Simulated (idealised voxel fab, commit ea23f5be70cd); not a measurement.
process module | voxel wiring stack
cross-section cut | 285 nm wide | cells 5 nm
A cross-section is a grid of square cells, given in bands from the top down. A band is one or more rows of cells.
Each band's line starts with the height of the band's top and of its bottom, in nm. Then come its materials from left to right, each with its width in nm. One material with "throughout" fills the band from edge to edge. "air" is empty space.
Height 0 is the level under which the wafer as received is all one material. The lowest band goes on downwards, as in "0 down".
A width such as "30 to 40" changes by the same amount from each row of cells to the next, from the band's top row to its bottom row.
"no change" after a step means that no cell of the cross-section changed.
closed voids: empty space of 8 cells or more with no open way to the top, each as width x height at its distance from the left edge, in nm
after a step's settings: what the simulator itself notes on the step
overlay nm, on a step with a mask: how far to the right of its planned place the mask lay; to the left if negative
plan
1 op RECEIVE | material Si
2 op CONFORMAL_DEP | material SiO2 | thk nm 15
3 op CONFORMAL_DEP | material SiCN | thk nm 5
4 op DIRECTIONAL_DEP | material lowk | thk nm 25
5 op MASKED_ETCH | tone open | mask id METAL_1 | width nm 25 | pitch nm 50 | etch materials lowk | depth nm 25 | overlay nm 0
6 op MASKED_ETCH | tone open | mask id METAL_1 | width nm 25 | pitch nm 50 | etch materials SiCN | depth nm 5 | overlay nm 0
7 op CONFORMAL_DEP | material TiN | thk nm 5
8 op FILL_DEP | material Cu | thk nm 10
9 op CMP | height nm 45
10 op CONFORMAL_DEP | material SiCN | thk nm 5
11 op DIRECTIONAL_DEP | material lowk | thk nm 15
12 op DIRECTIONAL_DEP | material aC | thk nm 10
13 op PATTERN | tone open | mask id PLUG_1 | material resist | width nm 15 | pitch nm 50 | thk nm 25 | overlay nm 0
14 op DIRECTIONAL_ETCH | etch materials aC | depth nm 10
15 op STRIP | etch materials resist
16 op DIRECTIONAL_ETCH | etch materials lowk | depth nm 15
17 op DIRECTIONAL_ETCH | etch materials SiCN | depth nm 5
18 op STRIP | etch materials aC
19 op CONFORMAL_DEP | material TiN | thk nm 5
20 op FILL_DEP | material Cu | thk nm 5
21 op CMP | height nm 65
22 op CONFORMAL_DEP | material SiCN | thk nm 5
23 op DIRECTIONAL_DEP | material SiO2 | thk nm 25
24 op DIRECTIONAL_DEP | material aC | thk nm 15
25 op PATTERN | tone open | mask id METAL_2 | material resist | width nm 25 | pitch nm 50 | thk nm 30 | overlay nm 0
26 op DIRECTIONAL_ETCH | etch materials aC | depth nm 15
27 op STRIP | etch materials resist
28 op DIRECTIONAL_ETCH | etch materials SiO2 | depth nm 25
29 op DIRECTIONAL_ETCH | etch materials SiCN | depth nm 5
30 op STRIP | etch materials aC
31 op CONFORMAL_DEP | material TiN | thk nm 5
32 op FILL_DEP | material Cu | thk nm 10
33 op CMP | height nm 95
34 op EPI | material Ru | thk nm 5
35 op FILL_DEP | material SiCN | thk nm 5
36 op DIRECTIONAL_DEP | material SiO2 | thk nm 30
37 op MASKED_ETCH | tone open | mask id METAL_3_HOLES | width nm 15 | pitch nm 50 | etch materials SiO2 | depth nm 30 | overlay nm 0
38 op DIRECTIONAL_DEP | material aC | thk nm 15
39 op PATTERN | tone open | mask id METAL_3 | material resist | width nm 25 | pitch nm 50 | thk nm 30 | overlay nm 0
40 op DIRECTIONAL_ETCH | etch materials aC | depth nm 15
41 op STRIP | etch materials resist
42 op DIRECTIONAL_ETCH | etch materials SiO2 | depth nm 20
43 op DIRECTIONAL_ETCH | etch materials SiCN | depth nm 5
44 op STRIP | etch materials aC
45 op CONFORMAL_DEP | material TiN | thk nm 5
46 op FILL_DEP | material Cu | thk nm 10
47 op CMP | height nm 135
48 op CONFORMAL_DEP | material SiCN | thk nm 5
as received, after step 1
  0 down: Si throughout
  closed voids: none
first wafer at the end, as planned
  140 to 135: SiCN throughout
  135 to 120: SiO2 55 | TiN 5 | Cu 15 | TiN 5 | SiO2 25 | TiN 5 | Cu 15 | TiN 5 | SiO2 25 | TiN 5 | Cu 15 | TiN 5 | SiO2 25 | TiN 5 | Cu 15 | TiN 5 | SiO2 55
  120 to 115: SiO2 55 | TiN 5 | Cu 5 | TiN 15 | SiO2 25 | TiN 5 | Cu 5 | TiN 15 | SiO2 25 | TiN 5 | Cu 5 | TiN 15 | SiO2 25 | TiN 5 | Cu 5 | TiN 15 | SiO2 55
  115 to 105: SiO2 55 | TiN 5 | Cu 5 | TiN 5 | SiO2 35 | TiN 5 | Cu 5 | TiN 5 | SiO2 35 | TiN 5 | Cu 5 | TiN 5 | SiO2 35 | TiN 5 | Cu 5 | TiN 5 | SiO2 65
  105 to 100: SiCN 55 | TiN 15 | SiCN 35 | TiN 15 | SiCN 35 | TiN 15 | SiCN 35 | TiN 15 | SiCN 65
  100 to 95: SiCN 50 | Ru 35 | SiCN 15 | Ru 35 | SiCN 15 | Ru 35 | SiCN 15 | Ru 35 | SiCN 50
  95 to 70: SiO2 55 | TiN 5 | Cu 15 | TiN 5 | SiO2 25 | TiN 5 | Cu 15 | TiN 5 | SiO2 25 | TiN 5 | Cu 15 | TiN 5 | SiO2 25 | TiN 5 | Cu 15 | TiN 5 | SiO2 55
  70 to 65: SiCN 55 | TiN 25 | SiCN 25 | TiN 25 | SiCN 25 | TiN 25 | SiCN 25 | TiN 25 | SiCN 55
  65 to 50: lowk 55 | TiN 5 | Cu 5 | TiN 5 | lowk 35 | TiN 5 | Cu 5 | TiN 5 | lowk 35 | TiN 5 | Cu 5 | TiN 5 | lowk 35 | TiN 5 | Cu 5 | TiN 5 | lowk 65
  50 to 45: SiCN 55 | TiN 15 | SiCN 35 | TiN 15 | SiCN 35 | TiN 15 | SiCN 35 | TiN 15 | SiCN 65
  45 to 20: lowk 55 | TiN 5 | Cu 15 | TiN 5 | lowk 25 | TiN 5 | Cu 15 | TiN 5 | lowk 25 | TiN 5 | Cu 15 | TiN 5 | lowk 25 | TiN 5 | Cu 15 | TiN 5 | lowk 55
  20 to 15: SiCN 55 | TiN 25 | SiCN 25 | TiN 25 | SiCN 25 | TiN 25 | SiCN 25 | TiN 25 | SiCN 55
  15 to 0: SiO2 throughout
  0 down: Si throughout
  closed voids: none
second wafer at the end: like start, like plan, one mistake
  140 to 135: SiCN throughout
  135 to 120: SiO2 55 | TiN 5 | Cu 15 | TiN 5 | SiO2 25 | TiN 5 | Cu 15 | TiN 5 | SiO2 25 | TiN 5 | Cu 15 | TiN 5 | SiO2 25 | TiN 5 | Cu 15 | TiN 5 | SiO2 55
  120 to 115: SiO2 55 | TiN 5 | Cu 5 | TiN 15 | SiO2 25 | TiN 5 | Cu 5 | TiN 15 | SiO2 25 | TiN 5 | Cu 5 | TiN 15 | SiO2 25 | TiN 5 | Cu 5 | TiN 15 | SiO2 55
  115 to 105: SiO2 55 | TiN 5 | Cu 5 | TiN 5 | SiO2 35 | TiN 5 | Cu 5 | TiN 5 | SiO2 35 | TiN 5 | Cu 5 | TiN 5 | SiO2 35 | TiN 5 | Cu 5 | TiN 5 | SiO2 65
  105 to 100: SiCN 55 | TiN 15 | SiCN 35 | TiN 15 | SiCN 35 | TiN 15 | SiCN 35 | TiN 15 | SiCN 65
  100 to 95: SiCN 50 | Ru 35 | SiCN 15 | Ru 35 | SiCN 15 | Ru 35 | SiCN 15 | Ru 35 | SiCN 50
  95 to 70: SiO2 55 | TiN 5 | Cu 15 | TiN 5 | SiO2 25 | TiN 5 | Cu 15 | TiN 5 | SiO2 25 | TiN 5 | Cu 15 | TiN 5 | SiO2 25 | TiN 5 | Cu 15 | TiN 5 | SiO2 55
  70 to 60: SiCN 55 | TiN 25 to 15 | SiCN 25 to 35 | TiN 25 to 15 | SiCN 25 to 35 | TiN 25 to 15 | SiCN 25 to 35 | TiN 25 to 15 | SiCN 55 to 65
  60 to 50: Cu throughout
  50 to 45: TiN 60 | Cu 15 | TiN 35 | Cu 15 | TiN 35 | Cu 15 | TiN 35 | Cu 15 | TiN 60
  45 to 20: lowk 55 | TiN 5 | Cu 15 | TiN 5 | lowk 25 | TiN 5 | Cu 15 | TiN 5 | lowk 25 | TiN 5 | Cu 15 | TiN 5 | lowk 25 | TiN 5 | Cu 15 | TiN 5 | lowk 55
  20 to 15: SiCN 55 | TiN 25 | SiCN 25 | TiN 25 | SiCN 25 | TiN 25 | SiCN 25 | TiN 25 | SiCN 55
  15 to 0: SiO2 throughout
  0 down: Si throughout
  closed voids: none
what went wrong: step 9 was left out
at the end the second wafer has, in cells: 114 more of Cu | 21 more of TiN | 135 fewer of lowk
